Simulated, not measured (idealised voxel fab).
The following process module bears the name voxel ribs on slabs.
Square cells of 5 nm make up the cross-section cut, whose width is 230 nm.
Format of a cross-section: grid, square cells. Given as bands. Order: top down. Band: one or more rows of cells.
A band entry consists of two parts. The first gives the height of the band's top and the height of its bottom, in nm. The rest lists the band's materials from left to right, each with its width in nm. A single material labelled with the word "full width" fills the band from edge to edge, and the word "empty" marks empty space.
Ref level 0: as-received wafer is one material below here. Bottom band extends down with no lower bound ("0 nm and below").
The expression "30 to 40" gives the width at the extremes of the band, the first number at its top row of cells and the second at its bottom row, with the width changing by equal amounts from each row to the next in between.
For the purposes of this document, the phrase "all unchanged" attached to a step denotes that no cell within the cross-section was modified by that step.
Voids not open to the top, 8 cells minimum: see "Closed void catalog". Written width x height at distance; distance is from the left edge; nm.
after a step's settings: what the simulator itself notes on the step
overlay nm: where the mask lay relative to plan, measured to the right, on steps with a mask; negatives go left.
# Listed below are the process steps as planned
1 RECEIVE [material Si]
2 DIRECTIONAL_DEP [material SiO2] [thk nm 25]
3 DIRECTIONAL_DEP [material polySi] [thk nm 15]
4 PATTERN [tone cover] [mask id RIB] [material resist] [width nm 25] [thk nm 15] [overlay nm 0]
5 DIRECTIONAL_ETCH [etch materials polySi] [depth nm 10]
6 STRIP [etch materials resist]
7 DIRECTIONAL_DEP [material aC] [thk nm 15]
8 PATTERN [tone cover] [mask id SLAB] [material resist] [width nm 85] [thk nm 30] [overlay nm 0]
9 DIRECTIONAL_ETCH [etch materials aC] [depth nm 15]
10 STRIP [etch materials resist]
11 DIRECTIONAL_ETCH [etch materials polySi] [depth nm 5]
12 STRIP [etch materials aC]
13 FILL_DEP [material SiO2] [thk nm 20]
14 CMP [height nm 50]
15 DIRECTIONAL_DEP [material TiN] [thk nm 10]
16 PATTERN [tone cover] [mask id HEATER] [material resist] [width nm 35] [thk nm 15] [overlay nm 0]
17 DIRECTIONAL_ETCH [etch materials TiN] [depth nm 10]
18 STRIP [etch materials resist]
19 CONFORMAL_DEP [material SiN] [thk nm 10]
# What follows covers the first of two wafers; it ran as planned
# This is the cross-section of the wafer as we received it, i.e. after step 1
    0 nm and below | Si full width
    Closed void catalog: none
# Cross-section of the wafer after step 2
    25 nm to 0 nm | SiO2 full width
    Anything lower than 0 is untouched.
# Cross-section of the wafer after step 3
    40 nm to 25 nm | polySi full width
    Anything lower than 25 is untouched.
# Cross-section of the wafer after step 4
    55 nm to 40 nm | 100 nm empty | 25 nm resist | 105 nm empty
    Anything lower than 40 is untouched.
# Cross-section of the wafer after step 5
    55 nm to 40 nm | 100 nm empty | 25 nm resist | 105 nm empty
    40 nm to 30 nm | 100 nm empty | 25 nm polySi | 105 nm empty
    Anything lower than 30 is untouched.
# Cross-section of the wafer after step 6
    40 nm to 30 nm | 100 nm empty | 25 nm polySi | 105 nm empty
    Anything lower than 30 is untouched.
# Cross-section of the wafer after step 7
    55 nm to 45 nm | 100 nm empty | 25 nm aC | 105 nm empty
    45 nm to 40 nm | aC full width
    40 nm to 30 nm | 100 nm aC | 25 nm polySi | 105 nm aC
    Anything lower than 30 is untouched.
# Cross-section of the wafer after step 8
    85 nm to 55 nm | 70 nm empty | 85 nm resist | 75 nm empty
    55 nm to 45 nm | 70 nm empty | 30 nm resist | 25 nm aC | 30 nm resist | 75 nm empty
    Anything lower than 45 is untouched.
# Cross-section of the wafer after step 9
    70 nm to 55 nm | 70 nm empty | 85 nm resist | 75 nm empty
    55 nm to 45 nm | 70 nm empty | 30 nm resist | 25 nm aC | 30 nm resist | 75 nm empty
    45 nm to 40 nm | 70 nm empty | 85 nm aC | 75 nm empty
    40 nm to 30 nm | 70 nm empty | 30 nm aC | 25 nm polySi | 30 nm aC | 75 nm empty
    Anything lower than 30 is untouched.
# Cross-section of the wafer after step 10
    55 nm to 45 nm | 100 nm empty | 25 nm aC | 105 nm empty
    Anything lower than 45 is untouched.
# Cross-section of the wafer after step 11
    55 nm to 45 nm | 100 nm empty | 25 nm aC | 105 nm empty
    45 nm to 40 nm | 70 nm empty | 85 nm aC | 75 nm empty
    40 nm to 30 nm | 70 nm empty | 30 nm aC | 25 nm polySi | 30 nm aC | 75 nm empty
    30 nm to 25 nm | 70 nm empty | 85 nm polySi | 75 nm empty
    Anything lower than 25 is untouched.
# Cross-section of the wafer after step 12
    40 nm to 30 nm | 100 nm empty | 25 nm polySi | 105 nm empty
    Anything lower than 30 is untouched.
# Cross-section of the wafer after step 13
    60 nm to 40 nm | SiO2 full width
    40 nm to 30 nm | 100 nm SiO2 | 25 nm polySi | 105 nm SiO2
    30 nm to 25 nm | 70 nm SiO2 | 85 nm polySi | 75 nm SiO2
    Anything lower than 25 is untouched.
# Cross-section of the wafer after step 14
    50 nm to 40 nm | SiO2 full width
    Anything lower than 40 is untouched.
# Cross-section of the wafer after step 15
    60 nm to 50 nm | TiN full width
    Anything lower than 50 is untouched.
# Cross-section of the wafer after step 16
    75 nm to 60 nm | 95 nm empty | 35 nm resist | 100 nm empty
    Anything lower than 60 is untouched.
# Cross-section of the wafer after step 17
    75 nm to 60 nm | 95 nm empty | 35 nm resist | 100 nm empty
    60 nm to 50 nm | 95 nm empty | 35 nm TiN | 100 nm empty
    Anything lower than 50 is untouched.
# Cross-section of the wafer after step 18
    60 nm to 50 nm | 95 nm empty | 35 nm TiN | 100 nm empty
    Anything lower than 50 is untouched.
# Cross-section of the wafer after step 19
    70 nm to 60 nm | 85 nm empty | 55 nm SiN | 90 nm empty
    60 nm to 50 nm | 95 nm SiN | 35 nm TiN | 100 nm SiN
    Anything lower than 50 is untouched.
# Regarding the second of the two wafers: it shared the first wafer's starting condition and process plan, yet one error occurred during its execution. Its history coincides with that of the first wafer up to and including step 18
Second wafer shown in cross-section at the time step 19 was slated to end: all unchanged
What broke from the plan during processing? step 19 of the plan: omitted, not performed
In the final state, the cell counts of the second wafer exceed or fall short of those of the first for the following materials: SiN: 100 fewer
